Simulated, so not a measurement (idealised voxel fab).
process module | voxel capacitor over wiring
The cross-section shown here is cut; it is 300 nm wide and divided into square cells measuring 5 nm on a side.
How to read a cross-section here: the picture is a grid of square cells, written as bands going from the top down, and any band can span one or more rows of cells.
In this notation a band is specified by the heights of its top and bottom, in that order and in nm, after which its materials appear from left to right, each paired with its width in nm. The word "edge to edge" attached to a single material means that material fills the band from edge to edge; the word "empty" stands for empty space.
It should be noted that heights are counted from 0, beneath which the wafer as supplied is of one material throughout, and that the lowest band possesses no lower boundary but continues downward, as written in "0 -> down".
A width such as "30->40" changes by the same amount from each row of cells to the next, from the band's top row to its bottom row.
"changes: none", as given for a step, is the statement that not any cell of the cross-section underwent a change during that step.
The entry titled "Sealed void inventory" provides the empty spaces that have no open way to the top, restricted to those of 8 cells or more. Each is presented as width x height at distance, the distance being measured from the left edge, with all three in nm.
What comes after the settings on a step's line is commentary from the simulator itself on that step.
"overlay nm" on a masked step: distance the mask lay right of its planned place, negative for left.

The following list gives the planned process steps:
- 1: RECEIVE: material Si
- 2: CONFORMAL_DEP: material SiO2, thk nm 10
- 3: DIRECTIONAL_DEP: material TiN, thk nm 5
- 4: DIRECTIONAL_DEP: material W, thk nm 25
- 5: PATTERN: tone cover, mask id METAL_1, material resist, width nm 20, pitch nm 85, thk nm 20, overlay nm 0
- 6: DIRECTIONAL_ETCH: etch materials W, depth nm 25
- 7: DIRECTIONAL_ETCH: etch materials TiN, depth nm 5
- 8: STRIP: etch materials resist
- 9: FILL_DEP: material SiO2, thk nm 10
- 10: CMP: height nm 40
- 11: CONFORMAL_DEP: material SiCN, thk nm 5
- 12: DIRECTIONAL_DEP: material SiO2, thk nm 20
- 13: DIRECTIONAL_DEP: material aC, thk nm 15
- 14: PATTERN: tone open, mask id PLUG_1, material resist, width nm 15, thk nm 35, overlay nm 0
- 15: DIRECTIONAL_ETCH: etch materials aC, depth nm 15
- 16: STRIP: etch materials resist
- 17: DIRECTIONAL_ETCH: etch materials SiO2, depth nm 20
- 18: DIRECTIONAL_ETCH: etch materials SiCN, depth nm 5
- 19: STRIP: etch materials aC
- 20: CONFORMAL_DEP: material TiN, thk nm 5
- 21: FILL_DEP: material Cu, thk nm 10
- 22: CMP: height nm 65
- 23: DIRECTIONAL_DEP: material TiN, thk nm 10
- 24: DIRECTIONAL_DEP: material Al2O3, thk nm 5
- 25: DIRECTIONAL_DEP: material TiN, thk nm 5
- 26: DIRECTIONAL_DEP: material aC, thk nm 10
- 27: PATTERN: tone cover, mask id UPPER_PLATE, material resist, width nm 70, thk nm 30, overlay nm 0
- 28: DIRECTIONAL_ETCH: etch materials aC, depth nm 10
- 29: STRIP: etch materials resist
- 30: DIRECTIONAL_ETCH: etch materials TiN, depth nm 5
- 31: DIRECTIONAL_ETCH: etch materials Al2O3, depth nm 5
- 32: STRIP: etch materials aC
- 33: DIRECTIONAL_DEP: material aC, thk nm 10
- 34: PATTERN: tone cover, mask id LOWER_PLATE, material resist, width nm 80, thk nm 30, overlay nm 0
- 35: DIRECTIONAL_ETCH: etch materials aC, depth nm 10
- 36: STRIP: etch materials resist
- 37: DIRECTIONAL_ETCH: etch materials TiN, depth nm 10
- 38: STRIP: etch materials aC
- 39: FILL_DEP: material SiO2, thk nm 20
- 40: CMP: height nm 100
- 41: PATTERN: tone open, mask id PLUG_2, material resist, width nm 15, thk nm 15, overlay nm 0
- 42: DIRECTIONAL_ETCH: etch materials SiO2, depth nm 15
- 43: STRIP: etch materials resist
- 44: CONFORMAL_DEP: material TiN, thk nm 5
- 45: FILL_DEP: material W, thk nm 10
- 46: CMP: height nm 100
- 47: CONFORMAL_DEP: material SiCN, thk nm 5

Wafer cross-section on receipt, i.e. after step 1:
    0 -> down: Si edge to edge
    Sealed void inventory: none

Cross-section, end of module. Start: as above. Plan: as above. Execution: one mistake:
    105 -> 100: SiCN edge to edge
    100 -> 90: SiO2=110; TiN=5; W=5; TiN=5; SiO2=175
    90 -> 80: SiO2=110->100; TiN=15->70; SiO2=175->130
    80 -> 75: SiO2=100; Al2O3=70; SiO2=130
    75 -> 65: SiO2=95; TiN=80; SiO2=125
    65 -> 60: SiCN=100; TiN=15; SiCN=185
    60 -> 40: SiO2 edge to edge
    40 -> 15: SiO2=95; W=20; SiO2=65; W=20; SiO2=100
    15 -> 10: SiO2=95; TiN=20; SiO2=65; TiN=20; SiO2=100
    10 -> 0: SiO2 edge to edge
    0 -> down: Si edge to edge
    Sealed void inventory: none
Against the plan, the run slipped here: steps 11 and 12 of the plan were run in the wrong order, each in the other's place
